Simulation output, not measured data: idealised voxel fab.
The following is a process module called voxel self aligned contacts.
Each square cell in cross-section cut measures 5 nm, and the section as a whole is 290 nm wide.
If you're reading a cross-section in this doc, picture square cells in a grid; it comes to you as bands, top ones listed first down to the bottom, and a band can be one or more rows of cells.
Look at the band entry: it leads with the top's height and the bottom's height in nm. Then it lists the materials left to right, with a width in nm for each. The word "throughout" on a single material says that material fills the band edge to edge. The word "air" is empty space.
Height reference: 0 = level under which incoming wafer is all one material. Lowest band: no bottom, runs on downward, e.g. "top 0, no bottom".
The notation "30..40" denotes a width that varies across the rows of cells in the band, beginning at the first number in the top row, finishing at the second number in the bottom row, and changing by an identical amount from each row to the next.
The designation "no modification", where it is given for a processing step, indicates that no cell of the cross-section was altered in the course of that step.
Basically, "Enclosed empty spaces" tells you about the enclosed voids: empty spaces with no open way to the top, 8 cells or bigger, each written width x height at distance, where distance is from the left edge, all in nm.
Past the settings on a step's line: simulator remark, on that step.
The "overlay nm" setting may appear on a step's line; for a step that uses a mask, it gives how far to the right of its planned position the mask lay, and a negative value indicates the left.
[Planned process steps]
1: RECEIVE: material Si
2: CONFORMAL_DEP: material SiO2, thk nm 5
3: DIRECTIONAL_DEP: material polySi, thk nm 30
4: DIRECTIONAL_DEP: material SiN, thk nm 15
5: DIRECTIONAL_DEP: material aC, thk nm 10
6: PATTERN: tone cover, mask id GATE, material resist, width nm 35, pitch nm 70, thk nm 25, overlay nm 0
7: DIRECTIONAL_ETCH: etch materials aC, depth nm 10
8: STRIP: etch materials resist
9: DIRECTIONAL_ETCH: etch materials SiN, depth nm 15
10: DIRECTIONAL_ETCH: etch materials polySi, depth nm 30
11: STRIP: etch materials aC
12: CONFORMAL_DEP: material SiN, thk nm 5
13: DIRECTIONAL_ETCH: etch materials SiN, depth nm 5
14: FILL_DEP: material SiO2, thk nm 15
15: CMP: height nm 60
16: PATTERN: tone open, mask id CONTACT, material resist, width nm 55, thk nm 15, overlay nm 0
17: DIRECTIONAL_ETCH: etch materials SiO2, depth nm 60
18: STRIP: etch materials resist
19: CONFORMAL_DEP: material TiN, thk nm 5
20: FILL_DEP: material W, thk nm 10
21: CMP: height nm 60
22: CONFORMAL_DEP: material SiN, thk nm 5
[Cross-section of the wafer as it came to us, i.e., already through step 1]
    top 0, no bottom: Si throughout
    Enclosed empty spaces: none
[first wafer at the end, as planned]
    top 65, bottom 60: SiN throughout
    top 60, bottom 50: SiO2=115  TiN=5..20  W=45..15  TiN=5..20  SiO2=120
    top 50, bottom 35: SiO2=85  SiN=45  TiN=5  W=15  TiN=5  SiN=45  SiO2=90
    top 35, bottom 5: SiO2=85  SiN=5  polySi=35  SiN=5  TiN=5  W=15  TiN=5  SiN=5  polySi=35  SiN=5  SiO2=90
    top 5, bottom 0: SiO2=130  TiN=25  SiO2=135
    top 0, no bottom: Si throughout
    Enclosed empty spaces: none
[Cross-section at end of module for the second wafer of two, which matched the first in starting point and plan and differed by one mistake in its processing]
    top 65, bottom 60: SiN throughout
    top 60, bottom 50: SiO2=120  TiN=5..15  W=45..15  TiN=5..25  SiO2=115
    top 50, bottom 35: SiO2=85  SiN=45  TiN=5  W=15  TiN=5  SiN=45  SiO2=90
    top 35, bottom 5: SiO2=85  SiN=5  polySi=35  SiN=5  TiN=5  W=15  TiN=5  SiN=5  polySi=35  SiN=5  SiO2=90
    top 5, bottom 0: SiO2=130  TiN=25  SiO2=135
    top 0, no bottom: Si throughout
    Enclosed empty spaces: none
Against the plan, the run slipped here: step 16 changed vs plan, executed as PATTERN: tone open, mask id CONTACT, material resist, width nm 55, thk nm 15, overlay nm 5
Tallied in cells, the final second wafer holds each material in the same quantity as the first, although not at the same places.
